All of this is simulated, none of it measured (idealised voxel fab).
Process module in this document: voxel wiring stack
We display cut, a cross-section 235 nm in width whose square cells are each 5 nm.
Bands, listed from the top down, are how a cross-section gets written in this document; the cross-section itself is a grid of square cells, and a band is one or more rows of them. What a band's entry tells you: where the top is and where the bottom is, as heights in nm, and after that what lies inside, material by material from left to right, each with its width in nm. Empty space is written as the word "air", and a single material marked with the word "everywhere" occupies the band from edge to edge. Heights from 0 (as-received wafer is one material below). Bottom band endless downward, as "0 -> down". It should be noted that a width expressed as "30..40" varies in equal increments from row to row of cells within the band, taking the value of the first number at the top row and that of the second number at the bottom row. For the purposes of this document, the phrase "identical to before" attached to a step denotes that no cell within the cross-section was modified by that step. What "Unvented cavities" gives you is every empty space of 8 cells or more that is cut off from the top. Each appears as width x height at distance, with the distance taken from the left edge and width, height and distance all in nm. Post-settings text on a step line: simulator's own remark regarding the step. overlay nm: for a step with a mask, the amount by which the mask lay right of where it was planned; a negative amount means left of it.

-- These are the steps we planned for the process
1) RECEIVE, material Si
2) CONFORMAL_DEP, material SiO2, thk nm 10
3) CONFORMAL_DEP, material SiN, thk nm 5
4) DIRECTIONAL_DEP, material lowk, thk nm 25
5) DIRECTIONAL_DEP, material aC, thk nm 15
6) PATTERN, tone open, mask id METAL_1, material resist, width nm 15, pitch nm 45, thk nm 30, overlay nm 0
7) DIRECTIONAL_ETCH, etch materials aC, depth nm 15
8) STRIP, etch materials resist
9) DIRECTIONAL_ETCH, etch materials lowk, depth nm 25
10) DIRECTIONAL_ETCH, etch materials SiN, depth nm 5
11) STRIP, etch materials aC
12) CONFORMAL_DEP, material TiN, thk nm 5
13) FILL_DEP, material Ru, thk nm 10
14) CMP, height nm 40
15) CONFORMAL_DEP, material SiCN, thk nm 5
16) DIRECTIONAL_DEP, material lowk, thk nm 30
17) PATTERN, tone open, mask id METAL_2_HOLES, material resist, width nm 15, pitch nm 90, thk nm 20, overlay nm 0
18) DIRECTIONAL_ETCH, etch materials lowk, depth nm 30
19) STRIP, etch materials resist
20) PATTERN, tone open, mask id METAL_2, material resist, width nm 25, pitch nm 45, thk nm 15, overlay nm 0
21) DIRECTIONAL_ETCH, etch materials lowk, depth nm 15
22) DIRECTIONAL_ETCH, etch materials SiCN, depth nm 5
23) STRIP, etch materials resist
24) CONFORMAL_DEP, material TiN, thk nm 5
25) FILL_DEP, material Cu, thk nm 10
26) CMP, height nm 75
27) CONFORMAL_DEP, material SiCN, thk nm 5
28) DIRECTIONAL_DEP, material SiO2, thk nm 30
29) MASKED_ETCH, tone open, mask id METAL_3, width nm 25, pitch nm 45, etch materials SiO2, depth nm 15, overlay nm 0
30) PATTERN, tone open, mask id METAL_3_HOLES, material resist, width nm 15, pitch nm 90, thk nm 20, overlay nm 0
31) DIRECTIONAL_ETCH, etch materials SiO2, depth nm 15
32) DIRECTIONAL_ETCH, etch materials SiCN, depth nm 5
33) STRIP, etch materials resist
34) CONFORMAL_DEP, material TiN, thk nm 5
35) FILL_DEP, material Ru, thk nm 5
36) CMP, height nm 110
37) CONFORMAL_DEP, material SiN, thk nm 5
Same starting wafers, different width nm at step 6. Plan value belongs to the first wafer.

-- Sectional view: first of several wafers, as received, after step 1
> 0 -> down: Si everywhere
> Unvented cavities: none

-- The following table contains a row per wafer, in which are reported, at the conclusion of the module, the cells of each material gained (+) or lost (-) since the wafer's receipt, with its closed voids given thereafter
width nm 15; +26 Cu; +41 Ru; +82 SiCN; +85 SiN; +313 SiO2; +125 TiN; +409 lowk; Unvented cavities: none
width nm 20; +26 Cu; +56 Ru; +82 SiCN; +82 SiN; +313 SiO2; +128 TiN; +394 lowk; Unvented cavities: none
width nm 25; +26 Cu; +71 Ru; +82 SiCN; +79 SiN; +313 SiO2; +131 TiN; +379 lowk; Unvented cavities: none
width nm 30; +26 Cu; +86 Ru; +82 SiCN; +76 SiN; +313 SiO2; +134 TiN; +364 lowk; Unvented cavities: none
